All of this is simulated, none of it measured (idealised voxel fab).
The process module presented herein is designated voxel double patterning.
We display cut, a cross-section 295 nm in width whose square cells are each 5 nm.
Cross-section = grid of square cells, listed top down in bands; band = one or more rows. Band: top and bottom heights (nm) first, top before bottom; then materials from left to right, widths in nm. "everywhere" marks a sole material filling the band edge to edge. "empty" denotes empty space. Zero point of the height axis is 0; under it, received wafer = one material. Lowest band: continues down indefinitely, "from 0 down". So if you see something like "30 to 40" for the width, read it as the top row of the band sitting at the first number and the bottom row at the second, with every row in between moving by the same amount as the last. For the purposes of this document, the phrase "same as before" attached to a step denotes that no cell within the cross-section was modified by that step. The entry titled "Unvented internal voids" provides the empty spaces that have no open way to the top, restricted to those of 8 cells or more. Each is presented as width x height at distance, the distance being measured from the left edge, with all three in nm. Note: text after step settings on the step line = simulator remark on that step. When a step includes a mask, the "overlay nm" setting on its line states how far to the right of its planned place that mask lay, and negative values state how far to the left.

**Here's what the planned process steps look like**
- 1: RECEIVE, material Si
- 2: CONFORMAL_DEP, material SiN, thk nm 10
- 3: DIRECTIONAL_DEP, material SiO2, thk nm 15
- 4: DIRECTIONAL_DEP, material SiCN, thk nm 5
- 5: PATTERN, tone open, mask id FIRST, material resist, width nm 15, pitch nm 50, thk nm 15, overlay nm 0
- 6: DIRECTIONAL_ETCH, etch materials SiCN, depth nm 5
- 7: STRIP, etch materials resist
- 8: DIRECTIONAL_DEP, material aC, thk nm 10
- 9: PATTERN, tone open, mask id SECOND, material resist, width nm 15, thk nm 30, overlay nm 0
- 10: DIRECTIONAL_ETCH, etch materials aC, depth nm 10
- 11: STRIP, etch materials resist
- 12: DIRECTIONAL_ETCH, etch materials SiCN, depth nm 5
- 13: STRIP, etch materials aC
- 14: DIRECTIONAL_ETCH, etch materials SiO2, depth nm 15
- 15: STRIP, etch materials SiCN

**First of the two wafers, run per plan**

**So this is the incoming wafer in cross-section - it's already been through step 1**
- from 0 down: Si everywhere
- Unvented internal voids: none

**The wafer in cross-section once step 2 is complete**
- from 10 to 0: SiN everywhere
- Below 0 it's all the same as before, nothing changed down there.

**The wafer in cross-section once step 3 is complete**
- from 25 to 10: SiO2 everywhere
- Below 10 it's all the same as before, nothing changed down there.

**The wafer in cross-section once step 4 is complete**
- from 30 to 25: SiCN everywhere
- Below 25 it's all the same as before, nothing changed down there.

**The wafer in cross-section once step 5 is complete**
- from 45 to 30: resist: 115 | empty: 15 | resist: 35 | empty: 15 | resist: 115
- Below 30 it's all the same as before, nothing changed down there.

**The wafer in cross-section once step 6 is complete**
- from 45 to 30: resist: 115 | empty: 15 | resist: 35 | empty: 15 | resist: 115
- from 30 to 25: SiCN: 115 | empty: 15 | SiCN: 35 | empty: 15 | SiCN: 115
- Below 25 it's all the same as before, nothing changed down there.

**The wafer in cross-section once step 7 is complete**
- from 30 to 25: SiCN: 115 | empty: 15 | SiCN: 35 | empty: 15 | SiCN: 115
- Below 25 it's all the same as before, nothing changed down there.

**The wafer in cross-section once step 8 is complete**
- from 40 to 35: aC: 115 | empty: 15 | aC: 35 | empty: 15 | aC: 115
- from 35 to 30: aC everywhere
- from 30 to 25: SiCN: 115 | aC: 15 | SiCN: 35 | aC: 15 | SiCN: 115
- Below 25 it's all the same as before, nothing changed down there.

**The wafer in cross-section once step 9 is complete**
- from 70 to 40: resist: 140 | empty: 15 | resist: 140
- from 40 to 35: aC: 115 | resist: 15 | aC: 35 | resist: 15 | aC: 115
- Below 35 it's all the same as before, nothing changed down there.

**The wafer in cross-section once step 10 is complete**
- from 60 to 40: resist: 140 | empty: 15 | resist: 140
- from 40 to 35: aC: 115 | resist: 15 | aC: 10 | empty: 15 | aC: 10 | resist: 15 | aC: 115
- from 35 to 30: aC: 140 | empty: 15 | aC: 140
- Below 30 it's all the same as before, nothing changed down there.

**The wafer in cross-section once step 11 is complete**
- from 40 to 35: aC: 115 | empty: 15 | aC: 10 | empty: 15 | aC: 10 | empty: 15 | aC: 115
- Below 35 it's all the same as before, nothing changed down there.

**The wafer in cross-section once step 12 is complete**
- from 40 to 35: aC: 115 | empty: 15 | aC: 10 | empty: 15 | aC: 10 | empty: 15 | aC: 115
- from 35 to 30: aC: 140 | empty: 15 | aC: 140
- from 30 to 25: SiCN: 115 | aC: 15 | SiCN: 10 | empty: 15 | SiCN: 10 | aC: 15 | SiCN: 115
- Below 25 it's all the same as before, nothing changed down there.

**The wafer in cross-section once step 13 is complete**
- from 30 to 25: SiCN: 115 | empty: 15 | SiCN: 10 | empty: 15 | SiCN: 10 | empty: 15 | SiCN: 115
- Below 25 it's all the same as before, nothing changed down there.

**The wafer in cross-section once step 14 is complete**
- from 30 to 25: SiCN: 115 | empty: 15 | SiCN: 10 | empty: 15 | SiCN: 10 | empty: 15 | SiCN: 115
- from 25 to 10: SiO2: 115 | empty: 15 | SiO2: 10 | empty: 15 | SiO2: 10 | empty: 15 | SiO2: 115
- Below 10 it's all the same as before, nothing changed down there.

**The wafer in cross-section once step 15 is complete**
- from 25 to 10: SiO2: 115 | empty: 15 | SiO2: 10 | empty: 15 | SiO2: 10 | empty: 15 | SiO2: 115
- Below 10 it's all the same as before, nothing changed down there.

**For the second wafer, take the first wafer's start and plan, then add one mistake made in running it; everything through step 8, that step included, is shared with the first**

**Cross-sectional representation of the second wafer at the time designated in the plan for the completion of step 9**
- from 70 to 40: resist: 135 | empty: 15 | resist: 145
- from 40 to 35: aC: 115 | resist: 15 | aC: 35 | resist: 15 | aC: 115
- Below 35 it's all the same as before, nothing changed down there.

**Cross-sectional representation of the second wafer at the time designated in the plan for the completion of step 10**
- from 60 to 40: resist: 135 | empty: 15 | resist: 145
- from 40 to 35: aC: 115 | resist: 15 | aC: 5 | empty: 15 | aC: 15 | resist: 15 | aC: 115
- from 35 to 30: aC: 135 | empty: 15 | aC: 145
- Below 30 it's all the same as before, nothing changed down there.

**Cross-sectional representation of the second wafer at the time designated in the plan for the completion of step 11**
- from 40 to 35: aC: 115 | empty: 15 | aC: 5 | empty: 15 | aC: 15 | empty: 15 | aC: 115
- Below 35 it's all the same as before, nothing changed down there.

**Cross-sectional representation of the second wafer at the time designated in the plan for the completion of step 12**
- from 40 to 35: aC: 115 | empty: 15 | aC: 5 | empty: 15 | aC: 15 | empty: 15 | aC: 115
- from 35 to 30: aC: 135 | empty: 15 | aC: 145
- from 30 to 25: SiCN: 115 | aC: 15 | SiCN: 5 | empty: 15 | SiCN: 15 | aC: 15 | SiCN: 115
- Below 25 it's all the same as before, nothing changed down there.

**Cross-sectional representation of the second wafer at the time designated in the plan for the completion of step 13**
- from 30 to 25: SiCN: 115 | empty: 15 | SiCN: 5 | empty: 15 | SiCN: 15 | empty: 15 | SiCN: 115
- Below 25 it's all the same as before, nothing changed down there.

**Cross-sectional representation of the second wafer at the time designated in the plan for the completion of step 14**
- from 30 to 25: SiCN: 115 | empty: 15 | SiCN: 5 | empty: 15 | SiCN: 15 | empty: 15 | SiCN: 115
- from 25 to 10: SiO2: 115 | empty: 15 | SiO2: 5 | empty: 15 | SiO2: 15 | empty: 15 | SiO2: 115
- Below 10 it's all the same as before, nothing changed down there.

**Cross-sectional representation of the second wafer at the time designated in the plan for the completion of step 15**
- from 25 to 10: SiO2: 115 | empty: 15 | SiO2: 5 | empty: 15 | SiO2: 15 | empty: 15 | SiO2: 115
- Below 10 it's all the same as before, nothing changed down there.
Heads up, the wafer didn't run the way we planned it: step 9 did not use the planned setting and instead ran as PATTERN, tone open, mask id SECOND, material resist, width nm 15, thk nm 30, overlay nm -5
So at the finish, the second wafer's got exactly as many cells of each material as the first, just not in the same spots.
